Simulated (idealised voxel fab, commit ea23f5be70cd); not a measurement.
Proc. module: voxel ribs on slabs
In the cross-section labelled cut, the width is 230 nm and each square cell is 5 nm.
Square cells in a grid make up a cross-section in this document, and the grid is given as bands, listed from the top down, each one or more rows of cells.
First you get the band's top height and its bottom height, in nm, and then the materials it's made of, left to right, with each width in nm. If you see a single material with "all across", that one covers the band edge to edge. "air" is empty space.
Heights are reckoned from 0. Under this level, the received wafer is all of one material. The bottommost band is open-ended downward, for example "0..down".
It should be noted that a width expressed as "30..40" varies in equal increments from row to row of cells within the band, taking the value of the first number at the top row and that of the second number at the bottom row.
"nothing changed" (step): cross-section cells unchanged, all of them.
"Enclosed empty spaces" means: voids of 8 cells or more that are shut off from the top with no open way through. Written width x height at distance, distance from the left edge, in nm.
On a step's line, text after the settings is the simulator commenting on that step.
The line of a step may include "overlay nm". On a step with a mask, this value is how far to the right of its planned place the mask lay. A negative value means the mask lay to the left.
PLAN
1) RECEIVE, material Si
2) DIRECTIONAL_DEP, material SiO2, thk nm 20
3) DIRECTIONAL_DEP, material polySi, thk nm 20
4) DIRECTIONAL_DEP, material aC, thk nm 10
5) PATTERN, tone cover, mask id RIB, material resist, width nm 25, thk nm 30, overlay nm 0
6) DIRECTIONAL_ETCH, etch materials aC, depth nm 10
7) STRIP, etch materials resist
8) DIRECTIONAL_ETCH, etch materials polySi, depth nm 5
9) STRIP, etch materials aC
10) MASKED_ETCH, tone cover, mask id SLAB, width nm 65, etch materials polySi, depth nm 15, overlay nm 0
11) FILL_DEP, material SiO2, thk nm 20
12) CMP, height nm 55
13) DIRECTIONAL_DEP, material W, thk nm 5
14) PATTERN, tone cover, mask id HEATER, material resist, width nm 35, thk nm 20, overlay nm 0
15) DIRECTIONAL_ETCH, etch materials W, depth nm 5
16) STRIP, etch materials resist
17) CONFORMAL_DEP, material SiO2, thk nm 5
THE FIRST OF TWO WAFERS, RUN AS PLANNED
CROSS-SECTION OF THE WAFER UPON ARRIVAL, REPRESENTING THE STATE REACHED AFTER STEP 1
	0..down | Si all across
	Enclosed empty spaces: none
STEP 2 COMPLETE: CROSS-SECTION THROUGH THE WAFER
	20..0 | SiO2 all across
	Under 0: no change, same as before.
STEP 3 COMPLETE: CROSS-SECTION THROUGH THE WAFER
	40..20 | polySi all across
	Under 20: no change, same as before.
STEP 4 COMPLETE: CROSS-SECTION THROUGH THE WAFER
	50..40 | aC all across
	Under 40: no change, same as before.
STEP 5 COMPLETE: CROSS-SECTION THROUGH THE WAFER
	80..50 | air: 100, then resist: 25, then air: 105
	Under 50: no change, same as before.
STEP 6 COMPLETE: CROSS-SECTION THROUGH THE WAFER
	70..50 | air: 100, then resist: 25, then air: 105
	50..40 | air: 100, then aC: 25, then air: 105
	Under 40: no change, same as before.
STEP 7 COMPLETE: CROSS-SECTION THROUGH THE WAFER
	50..40 | air: 100, then aC: 25, then air: 105
	Under 40: no change, same as before.
STEP 8 COMPLETE: CROSS-SECTION THROUGH THE WAFER
	50..40 | air: 100, then aC: 25, then air: 105
	40..35 | air: 100, then polySi: 25, then air: 105
	Under 35: no change, same as before.
STEP 9 COMPLETE: CROSS-SECTION THROUGH THE WAFER
	40..35 | air: 100, then polySi: 25, then air: 105
	Under 35: no change, same as before.
STEP 10 COMPLETE: CROSS-SECTION THROUGH THE WAFER
	40..35 | air: 100, then polySi: 25, then air: 105
	35..20 | air: 80, then polySi: 65, then air: 85
	Under 20: no change, same as before.
STEP 11 COMPLETE: CROSS-SECTION THROUGH THE WAFER
	60..40 | SiO2 all across
	40..35 | SiO2: 100, then polySi: 25, then SiO2: 105
	35..20 | SiO2: 80, then polySi: 65, then SiO2: 85
	Under 20: no change, same as before.
STEP 12 COMPLETE: CROSS-SECTION THROUGH THE WAFER
	55..40 | SiO2 all across
	Under 40: no change, same as before.
STEP 13 COMPLETE: CROSS-SECTION THROUGH THE WAFER
	60..55 | W all across
	Under 55: no change, same as before.
STEP 14 COMPLETE: CROSS-SECTION THROUGH THE WAFER
	80..60 | air: 95, then resist: 35, then air: 100
	Under 60: no change, same as before.
STEP 15 COMPLETE: CROSS-SECTION THROUGH THE WAFER
	80..60 | air: 95, then resist: 35, then air: 100
	60..55 | air: 95, then W: 35, then air: 100
	Under 55: no change, same as before.
STEP 16 COMPLETE: CROSS-SECTION THROUGH THE WAFER
	60..55 | air: 95, then W: 35, then air: 100
	Under 55: no change, same as before.
STEP 17 COMPLETE: CROSS-SECTION THROUGH THE WAFER
	65..60 | air: 90, then SiO2: 45, then air: 95
	60..55 | SiO2: 95, then W: 35, then SiO2: 100
	Under 55: no change, same as before.
COMPANION WAFER, THE SECOND OF TWO: SAME BEGINNING, SAME INTENDED SEQUENCE, ONE MISTAKE IN CARRYING IT OUT; THROUGH STEP 4 INCLUSIVE IT TRACKS THE FIRST EXACTLY
SECOND WAFER CROSS-SECTION, TAKEN AS OF THE TIME THE PLAN SETS FOR STEP 5 TO BE DONE
	80..50 | air: 105, then resist: 20, then air: 105
	Under 50: no change, same as before.
SECOND WAFER CROSS-SECTION, TAKEN AS OF THE TIME THE PLAN SETS FOR STEP 6 TO BE DONE
	70..50 | air: 105, then resist: 20, then air: 105
	50..40 | air: 105, then aC: 20, then air: 105
	Under 40: no change, same as before.
SECOND WAFER CROSS-SECTION, TAKEN AS OF THE TIME THE PLAN SETS FOR STEP 7 TO BE DONE
	50..40 | air: 105, then aC: 20, then air: 105
	Under 40: no change, same as before.
SECOND WAFER CROSS-SECTION, TAKEN AS OF THE TIME THE PLAN SETS FOR STEP 8 TO BE DONE
	50..40 | air: 105, then aC: 20, then air: 105
	40..35 | air: 105, then polySi: 20, then air: 105
	Under 35: no change, same as before.
SECOND WAFER CROSS-SECTION, TAKEN AS OF THE TIME THE PLAN SETS FOR STEP 9 TO BE DONE
	40..35 | air: 105, then polySi: 20, then air: 105
	Under 35: no change, same as before.
SECOND WAFER CROSS-SECTION, TAKEN AS OF THE TIME THE PLAN SETS FOR STEP 10 TO BE DONE
	40..35 | air: 105, then polySi: 20, then air: 105
	35..20 | air: 80, then polySi: 65, then air: 85
	Under 20: no change, same as before.
SECOND WAFER CROSS-SECTION, TAKEN AS OF THE TIME THE PLAN SETS FOR STEP 11 TO BE DONE
	60..40 | SiO2 all across
	40..35 | SiO2: 105, then polySi: 20, then SiO2: 105
	35..20 | SiO2: 80, then polySi: 65, then SiO2: 85
	Under 20: no change, same as before.
SECOND WAFER CROSS-SECTION, TAKEN AS OF THE TIME THE PLAN SETS FOR STEP 12 TO BE DONE
	55..40 | SiO2 all across
	Under 40: no change, same as before.
SECOND WAFER CROSS-SECTION, TAKEN AS OF THE TIME THE PLAN SETS FOR STEP 13 TO BE DONE
	60..55 | W all across
	Under 55: no change, same as before.
SECOND WAFER CROSS-SECTION, TAKEN AS OF THE TIME THE PLAN SETS FOR STEP 14 TO BE DONE
	80..60 | air: 95, then resist: 35, then air: 100
	Under 60: no change, same as before.
SECOND WAFER CROSS-SECTION, TAKEN AS OF THE TIME THE PLAN SETS FOR STEP 15 TO BE DONE
	80..60 | air: 95, then resist: 35, then air: 100
	60..55 | air: 95, then W: 35, then air: 100
	Under 55: no change, same as before.
SECOND WAFER CROSS-SECTION, TAKEN AS OF THE TIME THE PLAN SETS FOR STEP 16 TO BE DONE
	60..55 | air: 95, then W: 35, then air: 100
	Under 55: no change, same as before.
SECOND WAFER CROSS-SECTION, TAKEN AS OF THE TIME THE PLAN SETS FOR STEP 17 TO BE DONE
	65..60 | air: 90, then SiO2: 45, then air: 95
	60..55 | SiO2: 95, then W: 35, then SiO2: 100
	Under 55: no change, same as before.
Processing error: in deviation from the planned setting, step 5 was conducted as PATTERN, tone cover, mask id RIB, material resist, width nm 20, thk nm 30, overlay nm 0
In the final state, the cell counts of the second wafer exceed or fall short of those of the first for the following materials: SiO2: 1 more; polySi: 1 fewer
